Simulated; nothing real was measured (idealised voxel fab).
Name of the process module below: voxel self aligned vias
Cross-section cut spans 250 nm and uses square cells 5 nm in size.
Cross-section, as written here: a square-cell grid given band by band from the top down, where a band holds one or more rows of cells.
Quick guide to a band line: top height, bottom height (nm) up front; then every material left to right with its width in nm. Only one material and it's marked "all across"? Then it fills the band edge to edge. And "blank" just means empty space.
Below 0: as-received wafer, all one material; heights counted from there. Lowest band: no bottom, goes on down, written "top 0, no bottom".
When a width is written as two numbers, as in "30->40", the first number is the width in the top row of cells of the band and the second is the width in its bottom row, and the width changes by the same amount from each row to the next.
Step note "remains unaltered" = no cross-section cell changed.
This entry, "Tabulated closed voids", enumerates those empty regions of no fewer than 8 cells that possess no open connection to the top. Each region is reported in the form width x height at distance, the distance being taken from the left edge, with all three quantities expressed in nm.
Whatever follows a step's settings on its line is a remark the simulator itself makes about that step.
Among the settings permitted on a step's line is "overlay nm"; applied to a step with a mask, it specifies the extent to which the mask lay to the right of its planned position, whereas a negative figure signifies a position to the left.
The planned process steps are enumerated hereunder
| 1 | op RECEIVE | material Si |
| 2 | op CONFORMAL_DEP | material SiO2 | thk nm 15 |
| 3 | op CONFORMAL_DEP | material SiCN | thk nm 5 |
| 4 | op DIRECTIONAL_DEP | material SiO2 | thk nm 30 |
| 5 | op DIRECTIONAL_DEP | material aC | thk nm 15 |
| 6 | op PATTERN | tone open | mask id LINES | material resist | width nm 30 | pitch nm 75 | thk nm 35 | overlay nm 0 |
| 7 | op DIRECTIONAL_ETCH | etch materials aC | depth nm 15 |
| 8 | op STRIP | etch materials resist |
| 9 | op DIRECTIONAL_ETCH | etch materials SiO2 | depth nm 30 |
| 10 | op STRIP | etch materials aC |
| 11 | op CONFORMAL_DEP | material TiN | thk nm 5 |
| 12 | op FILL_DEP | material W | thk nm 10 |
| 13 | op CMP | height nm 50 |
| 14 | op SELECTIVE_ETCH | etch materials W Ru TiN | depth nm 5 |
| 15 | op FILL_DEP | material SiN | thk nm 5 |
| 16 | op CMP | height nm 50 |
| 17 | op DIRECTIONAL_DEP | material SiO2 | thk nm 20 |
| 18 | op PATTERN | tone open | mask id VIAS | material resist | width nm 50 | pitch nm 150 | thk nm 15 | overlay nm 0 |
| 19 | op DIRECTIONAL_ETCH | etch materials SiO2 | depth nm 20 |
| 20 | op DIRECTIONAL_ETCH | etch materials SiN | depth nm 5 |
| 21 | op STRIP | etch materials resist |
| 22 | op CONFORMAL_DEP | material TiN | thk nm 5 |
| 23 | op FILL_DEP | material Cu | thk nm 10 |
| 24 | op CMP | height nm 70 |
| 25 | op CONFORMAL_DEP | material SiN | thk nm 5 |
First of two wafers, processed according to plan
Cross-section of the wafer as it came to us, i.e., already through step 1
- top 0, no bottom | Si all across
- Tabulated closed voids: none
Take a look at the wafer's cross-section after step 2
- top 15, bottom 0 | SiO2 all across
- Under the height 0 nothing was changed.
Take a look at the wafer's cross-section after step 3
- top 20, bottom 15 | SiCN all across
- Under the height 15 nothing was changed.
Take a look at the wafer's cross-section after step 4
- top 50, bottom 20 | SiO2 all across
- Under the height 20 nothing was changed.
Take a look at the wafer's cross-section after step 5
- top 65, bottom 50 | aC all across
- Under the height 50 nothing was changed.
Take a look at the wafer's cross-section after step 6
- top 100, bottom 65 | resist 35 nm, then blank 30 nm, then resist 45 nm, then blank 30 nm, then resist 45 nm, then blank 30 nm, then resist 35 nm
- Under the height 65 nothing was changed.
Take a look at the wafer's cross-section after step 7
- top 85, bottom 65 | resist 35 nm, then blank 30 nm, then resist 45 nm, then blank 30 nm, then resist 45 nm, then blank 30 nm, then resist 35 nm
- top 65, bottom 50 | aC 35 nm, then blank 30 nm, then aC 45 nm, then blank 30 nm, then aC 45 nm, then blank 30 nm, then aC 35 nm
- Under the height 50 nothing was changed.
Take a look at the wafer's cross-section after step 8
- top 65, bottom 50 | aC 35 nm, then blank 30 nm, then aC 45 nm, then blank 30 nm, then aC 45 nm, then blank 30 nm, then aC 35 nm
- Under the height 50 nothing was changed.
Take a look at the wafer's cross-section after step 9
- top 65, bottom 50 | aC 35 nm, then blank 30 nm, then aC 45 nm, then blank 30 nm, then aC 45 nm, then blank 30 nm, then aC 35 nm
- top 50, bottom 20 | SiO2 35 nm, then blank 30 nm, then SiO2 45 nm, then blank 30 nm, then SiO2 45 nm, then blank 30 nm, then SiO2 35 nm
- Under the height 20 nothing was changed.
Take a look at the wafer's cross-section after step 10
- top 50, bottom 20 | SiO2 35 nm, then blank 30 nm, then SiO2 45 nm, then blank 30 nm, then SiO2 45 nm, then blank 30 nm, then SiO2 35 nm
- Under the height 20 nothing was changed.
Take a look at the wafer's cross-section after step 11
- top 55, bottom 50 | TiN 40 nm, then blank 20 nm, then TiN 55 nm, then blank 20 nm, then TiN 55 nm, then blank 20 nm, then TiN 40 nm
- top 50, bottom 25 | SiO2 35 nm, then TiN 5 nm, then blank 20 nm, then TiN 5 nm, then SiO2 45 nm, then TiN 5 nm, then blank 20 nm, then TiN 5 nm, then SiO2 45 nm, then TiN 5 nm, then blank 20 nm, then TiN 5 nm, then SiO2 35 nm
- top 25, bottom 20 | SiO2 35 nm, then TiN 30 nm, then SiO2 45 nm, then TiN 30 nm, then SiO2 45 nm, then TiN 30 nm, then SiO2 35 nm
- Under the height 20 nothing was changed.
Take a look at the wafer's cross-section after step 12
- top 65, bottom 55 | W all across
- top 55, bottom 50 | TiN 40 nm, then W 20 nm, then TiN 55 nm, then W 20 nm, then TiN 55 nm, then W 20 nm, then TiN 40 nm
- top 50, bottom 25 | SiO2 35 nm, then TiN 5 nm, then W 20 nm, then TiN 5 nm, then SiO2 45 nm, then TiN 5 nm, then W 20 nm, then TiN 5 nm, then SiO2 45 nm, then TiN 5 nm, then W 20 nm, then TiN 5 nm, then SiO2 35 nm
- Under the height 25 nothing was changed.
Take a look at the wafer's cross-section after step 13
- top 50, bottom 25 | SiO2 35 nm, then TiN 5 nm, then W 20 nm, then TiN 5 nm, then SiO2 45 nm, then TiN 5 nm, then W 20 nm, then TiN 5 nm, then SiO2 45 nm, then TiN 5 nm, then W 20 nm, then TiN 5 nm, then SiO2 35 nm
- Under the height 25 nothing was changed.
Take a look at the wafer's cross-section after step 14
- top 50, bottom 45 | SiO2 35 nm, then blank 30 nm, then SiO2 45 nm, then blank 30 nm, then SiO2 45 nm, then blank 30 nm, then SiO2 35 nm
- Under the height 45 nothing was changed.
Take a look at the wafer's cross-section after step 15
- top 55, bottom 50 | SiN all across
- top 50, bottom 45 | SiO2 35 nm, then SiN 30 nm, then SiO2 45 nm, then SiN 30 nm, then SiO2 45 nm, then SiN 30 nm, then SiO2 35 nm
- Under the height 45 nothing was changed.
Take a look at the wafer's cross-section after step 16
- top 50, bottom 45 | SiO2 35 nm, then SiN 30 nm, then SiO2 45 nm, then SiN 30 nm, then SiO2 45 nm, then SiN 30 nm, then SiO2 35 nm
- Under the height 45 nothing was changed.
Take a look at the wafer's cross-section after step 17
- top 70, bottom 50 | SiO2 all across
- Under the height 50 nothing was changed.
Take a look at the wafer's cross-section after step 18
- top 85, bottom 70 | resist 25 nm, then blank 50 nm, then resist 100 nm, then blank 50 nm, then resist 25 nm
- Under the height 70 nothing was changed.
Take a look at the wafer's cross-section after step 19
- top 85, bottom 70 | resist 25 nm, then blank 50 nm, then resist 100 nm, then blank 50 nm, then resist 25 nm
- top 70, bottom 50 | SiO2 25 nm, then blank 50 nm, then SiO2 100 nm, then blank 50 nm, then SiO2 25 nm
- Under the height 50 nothing was changed.
Take a look at the wafer's cross-section after step 20
- top 85, bottom 70 | resist 25 nm, then blank 50 nm, then resist 100 nm, then blank 50 nm, then resist 25 nm
- top 70, bottom 50 | SiO2 25 nm, then blank 50 nm, then SiO2 100 nm, then blank 50 nm, then SiO2 25 nm
- top 50, bottom 45 | SiO2 35 nm, then blank 30 nm, then SiO2 45 nm, then SiN 30 nm, then SiO2 45 nm, then blank 30 nm, then SiO2 35 nm
- Under the height 45 nothing was changed.
Take a look at the wafer's cross-section after step 21
- top 70, bottom 50 | SiO2 25 nm, then blank 50 nm, then SiO2 100 nm, then blank 50 nm, then SiO2 25 nm
- Under the height 50 nothing was changed.
Take a look at the wafer's cross-section after step 22
- top 75, bottom 70 | TiN 30 nm, then blank 40 nm, then TiN 110 nm, then blank 40 nm, then TiN 30 nm
- top 70, bottom 55 | SiO2 25 nm, then TiN 5 nm, then blank 40 nm, then TiN 5 nm, then SiO2 100 nm, then TiN 5 nm, then blank 40 nm, then TiN 5 nm, then SiO2 25 nm
- top 55, bottom 50 | SiO2 25 nm, then TiN 15 nm, then blank 20 nm, then TiN 15 nm, then SiO2 100 nm, then TiN 15 nm, then blank 20 nm, then TiN 15 nm, then SiO2 25 nm
- top 50, bottom 45 | SiO2 35 nm, then TiN 30 nm, then SiO2 45 nm, then SiN 30 nm, then SiO2 45 nm, then TiN 30 nm, then SiO2 35 nm
- Under the height 45 nothing was changed.
Take a look at the wafer's cross-section after step 23
- top 85, bottom 75 | Cu all across
- top 75, bottom 70 | TiN 30 nm, then Cu 40 nm, then TiN 110 nm, then Cu 40 nm, then TiN 30 nm
- top 70, bottom 55 | SiO2 25 nm, then TiN 5 nm, then Cu 40 nm, then TiN 5 nm, then SiO2 100 nm, then TiN 5 nm, then Cu 40 nm, then TiN 5 nm, then SiO2 25 nm
- top 55, bottom 50 | SiO2 25 nm, then TiN 15 nm, then Cu 20 nm, then TiN 15 nm, then SiO2 100 nm, then TiN 15 nm, then Cu 20 nm, then TiN 15 nm, then SiO2 25 nm
- Under the height 50 nothing was changed.
Take a look at the wafer's cross-section after step 24
- top 70, bottom 55 | SiO2 25 nm, then TiN 5 nm, then Cu 40 nm, then TiN 5 nm, then SiO2 100 nm, then TiN 5 nm, then Cu 40 nm, then TiN 5 nm, then SiO2 25 nm
- Under the height 55 nothing was changed.
Take a look at the wafer's cross-section after step 25
- top 75, bottom 70 | SiN all across
- Under the height 70 nothing was changed.
Okay, second wafer. Nothing different at the start, nothing different in the plan, just one mistake somewhere in the running. As far as step 1, counting that step, it's the first wafer all over again
Second wafer, sectioned view, at step 2's planned end time: remains unaltered
Second wafer, sectioned view, at step 3's planned end time
- top 5, bottom 0 | SiCN all across
- Under the height 0 nothing was changed.
Second wafer, sectioned view, at step 4's planned end time
- top 35, bottom 5 | SiO2 all across
- Under the height 5 nothing was changed.
Second wafer, sectioned view, at step 5's planned end time
- top 50, bottom 35 | aC all across
- Under the height 35 nothing was changed.
Second wafer, sectioned view, at step 6's planned end time
- top 85, bottom 50 | resist 35 nm, then blank 30 nm, then resist 45 nm, then blank 30 nm, then resist 45 nm, then blank 30 nm, then resist 35 nm
- Under the height 50 nothing was changed.
Second wafer, sectioned view, at step 7's planned end time
- top 70, bottom 50 | resist 35 nm, then blank 30 nm, then resist 45 nm, then blank 30 nm, then resist 45 nm, then blank 30 nm, then resist 35 nm
- top 50, bottom 35 | aC 35 nm, then blank 30 nm, then aC 45 nm, then blank 30 nm, then aC 45 nm, then blank 30 nm, then aC 35 nm
- Under the height 35 nothing was changed.
Second wafer, sectioned view, at step 8's planned end time
- top 50, bottom 35 | aC 35 nm, then blank 30 nm, then aC 45 nm, then blank 30 nm, then aC 45 nm, then blank 30 nm, then aC 35 nm
- Under the height 35 nothing was changed.
Second wafer, sectioned view, at step 9's planned end time
- top 50, bottom 35 | aC 35 nm, then blank 30 nm, then aC 45 nm, then blank 30 nm, then aC 45 nm, then blank 30 nm, then aC 35 nm
- top 35, bottom 5 | SiO2 35 nm, then blank 30 nm, then SiO2 45 nm, then blank 30 nm, then SiO2 45 nm, then blank 30 nm, then SiO2 35 nm
- Under the height 5 nothing was changed.
Second wafer, sectioned view, at step 10's planned end time
- top 35, bottom 5 | SiO2 35 nm, then blank 30 nm, then SiO2 45 nm, then blank 30 nm, then SiO2 45 nm, then blank 30 nm, then SiO2 35 nm
- Under the height 5 nothing was changed.
Second wafer, sectioned view, at step 11's planned end time
- top 40, bottom 35 | TiN 40 nm, then blank 20 nm, then TiN 55 nm, then blank 20 nm, then TiN 55 nm, then blank 20 nm, then TiN 40 nm
- top 35, bottom 10 | SiO2 35 nm, then TiN 5 nm, then blank 20 nm, then TiN 5 nm, then SiO2 45 nm, then TiN 5 nm, then blank 20 nm, then TiN 5 nm, then SiO2 45 nm, then TiN 5 nm, then blank 20 nm, then TiN 5 nm, then SiO2 35 nm
- top 10, bottom 5 | SiO2 35 nm, then TiN 30 nm, then SiO2 45 nm, then TiN 30 nm, then SiO2 45 nm, then TiN 30 nm, then SiO2 35 nm
- Under the height 5 nothing was changed.
Second wafer, sectioned view, at step 12's planned end time
- top 50, bottom 40 | W all across
- top 40, bottom 35 | TiN 40 nm, then W 20 nm, then TiN 55 nm, then W 20 nm, then TiN 55 nm, then W 20 nm, then TiN 40 nm
- top 35, bottom 10 | SiO2 35 nm, then TiN 5 nm, then W 20 nm, then TiN 5 nm, then SiO2 45 nm, then TiN 5 nm, then W 20 nm, then TiN 5 nm, then SiO2 45 nm, then TiN 5 nm, then W 20 nm, then TiN 5 nm, then SiO2 35 nm
- Under the height 10 nothing was changed.
Second wafer, sectioned view, at step 13's planned end time: remains unaltered
Second wafer, sectioned view, at step 14's planned end time
- top 45, bottom 40 | W all across
- Under the height 40 nothing was changed.
Second wafer, sectioned view, at step 15's planned end time
- top 50, bottom 45 | SiN all across
- Under the height 45 nothing was changed.
Second wafer, sectioned view, at step 16's planned end time: remains unaltered
Second wafer, sectioned view, at step 17's planned end time
- top 70, bottom 50 | SiO2 all across
- Under the height 50 nothing was changed.
Second wafer, sectioned view, at step 18's planned end time
- top 85, bottom 70 | resist 25 nm, then blank 50 nm, then resist 100 nm, then blank 50 nm, then resist 25 nm
- Under the height 70 nothing was changed.
Second wafer, sectioned view, at step 19's planned end time
- top 85, bottom 70 | resist 25 nm, then blank 50 nm, then resist 100 nm, then blank 50 nm, then resist 25 nm
- top 70, bottom 50 | SiO2 25 nm, then blank 50 nm, then SiO2 100 nm, then blank 50 nm, then SiO2 25 nm
- Under the height 50 nothing was changed.
Second wafer, sectioned view, at step 20's planned end time
- top 85, bottom 70 | resist 25 nm, then blank 50 nm, then resist 100 nm, then blank 50 nm, then resist 25 nm
- top 70, bottom 50 | SiO2 25 nm, then blank 50 nm, then SiO2 100 nm, then blank 50 nm, then SiO2 25 nm
- top 50, bottom 45 | SiN 25 nm, then blank 50 nm, then SiN 100 nm, then blank 50 nm, then SiN 25 nm
- Under the height 45 nothing was changed.
Second wafer, sectioned view, at step 21's planned end time
- top 70, bottom 50 | SiO2 25 nm, then blank 50 nm, then SiO2 100 nm, then blank 50 nm, then SiO2 25 nm
- Under the height 50 nothing was changed.
Second wafer, sectioned view, at step 22's planned end time
- top 75, bottom 70 | TiN 30 nm, then blank 40 nm, then TiN 110 nm, then blank 40 nm, then TiN 30 nm
- top 70, bottom 50 | SiO2 25 nm, then TiN 5 nm, then blank 40 nm, then TiN 5 nm, then SiO2 100 nm, then TiN 5 nm, then blank 40 nm, then TiN 5 nm, then SiO2 25 nm
- top 50, bottom 45 | SiN 25 nm, then TiN 50 nm, then SiN 100 nm, then TiN 50 nm, then SiN 25 nm
- Under the height 45 nothing was changed.
Second wafer, sectioned view, at step 23's planned end time
- top 85, bottom 75 | Cu all across
- top 75, bottom 70 | TiN 30 nm, then Cu 40 nm, then TiN 110 nm, then Cu 40 nm, then TiN 30 nm
- top 70, bottom 50 | SiO2 25 nm, then TiN 5 nm, then Cu 40 nm, then TiN 5 nm, then SiO2 100 nm, then TiN 5 nm, then Cu 40 nm, then TiN 5 nm, then SiO2 25 nm
- Under the height 50 nothing was changed.
Second wafer, sectioned view, at step 24's planned end time
- top 70, bottom 50 | SiO2 25 nm, then TiN 5 nm, then Cu 40 nm, then TiN 5 nm, then SiO2 100 nm, then TiN 5 nm, then Cu 40 nm, then TiN 5 nm, then SiO2 25 nm
- Under the height 50 nothing was changed.
Second wafer, sectioned view, at step 25's planned end time
- top 75, bottom 70 | SiN all across
- Under the height 70 nothing was changed.
What broke from the plan during processing? skipped: plan step 2 (never run)
Materials where the second wafer ends with more or fewer cells than the first: 8 more of Cu | 24 more of SiN | 150 fewer of SiO2 | 44 more of TiN | 74 more of W
